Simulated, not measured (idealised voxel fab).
The following process module bears the name voxel wiring stack.
Shown is cross-section cut, with a width of 185 nm and square cells of size 5 nm.
Cross-section spec: square-cell grid; bands listed top down; each band is one or more rows. Basically the band line says how high the top is and how high the bottom is, in nm, and then what's in it from left to right, every material with its width in nm. Empty space shows up as "blank", and if a single material carries "throughout" it runs the full band edge to edge. Height reference: 0 = level under which incoming wafer is all one material. Lowest band: no bottom, runs on downward, e.g. "0..down". Think of "30..40" as a width that walks from the first number to the second as you go down the band, top row to bottom row, taking equal-sized steps from row to row. The cross-section has no changed cell in any step marked "no change". The label "Closed void listing" introduces a list of the empty spaces, 8 cells or larger, that have no open way up to the top; each entry in it reads width x height at distance, where the distance is taken from the left edge and all three are stated in nm. What comes after the settings on a step's line is commentary from the simulator itself on that step. "overlay nm" on a masked step: distance the mask lay right of its planned place, negative for left.

Planned process steps
1) op RECEIVE | material Si
2) op CONFORMAL_DEP | material SiO2 | thk nm 10
3) op CONFORMAL_DEP | material SiCN | thk nm 5
4) op DIRECTIONAL_DEP | material SiO2 | thk nm 20
5) op PATTERN | tone open | mask id METAL_1 | material resist | width nm 25 | pitch nm 40 | thk nm 15 | overlay nm 0
6) op DIRECTIONAL_ETCH | etch materials SiO2 | depth nm 20
7) op DIRECTIONAL_ETCH | etch materials SiCN | depth nm 5
8) op STRIP | etch materials resist
9) op CONFORMAL_DEP | material TiN | thk nm 5
10) op FILL_DEP | material Cu | thk nm 5
11) op CMP | height nm 35
12) op CONFORMAL_DEP | material SiCN | thk nm 5
13) op DIRECTIONAL_DEP | material SiO2 | thk nm 30
14) op MASKED_ETCH | tone open | mask id METAL_2_HOLES | width nm 15 | pitch nm 80 | etch materials SiO2 | depth nm 30 | overlay nm 0
15) op MASKED_ETCH | tone open | mask id METAL_2 | width nm 25 | pitch nm 40 | etch materials SiO2 | depth nm 20 | overlay nm 0
16) op MASKED_ETCH | tone open | mask id METAL_2 | width nm 25 | pitch nm 40 | etch materials SiCN | depth nm 5 | overlay nm 0
17) op CONFORMAL_DEP | material TiN | thk nm 5
18) op FILL_DEP | material Cu | thk nm 10
19) op CMP | height nm 70
20) op CONFORMAL_DEP | material SiN | thk nm 5

Incoming wafer, cross-sectional view, post step 1
  0..down  Si throughout
  Closed void listing: none

Cross-section, end of module. Start: as above. Plan: as above. Execution: one mistake
  75..70  SiN throughout
  70..55  SiO2 20 nm / TiN 5 nm / Cu 5 nm / TiN 5 nm / SiO2 65 nm / TiN 5 nm / Cu 5 nm / TiN 5 nm / SiO2 70 nm
  55..50  SiO2 20 nm / TiN 15 nm / SiO2 65 nm / TiN 15 nm / SiO2 70 nm
  50..40  SiO2 throughout
  40..35  SiCN throughout
  35..15  SiO2 20 nm / TiN 5 nm / Cu 15 nm / TiN 5 nm / SiO2 15 nm / TiN 5 nm / Cu 15 nm / TiN 5 nm / SiO2 15 nm / TiN 5 nm / Cu 15 nm / TiN 5 nm / SiO2 15 nm / TiN 5 nm / Cu 15 nm / TiN 5 nm / SiO2 20 nm
  15..10  SiCN 20 nm / TiN 25 nm / SiCN 15 nm / TiN 25 nm / SiCN 15 nm / TiN 25 nm / SiCN 15 nm / TiN 25 nm / SiCN 20 nm
  10..0  SiO2 throughout
  0..down  Si throughout
  Closed void listing: none
Processing error: step 13 was run twice
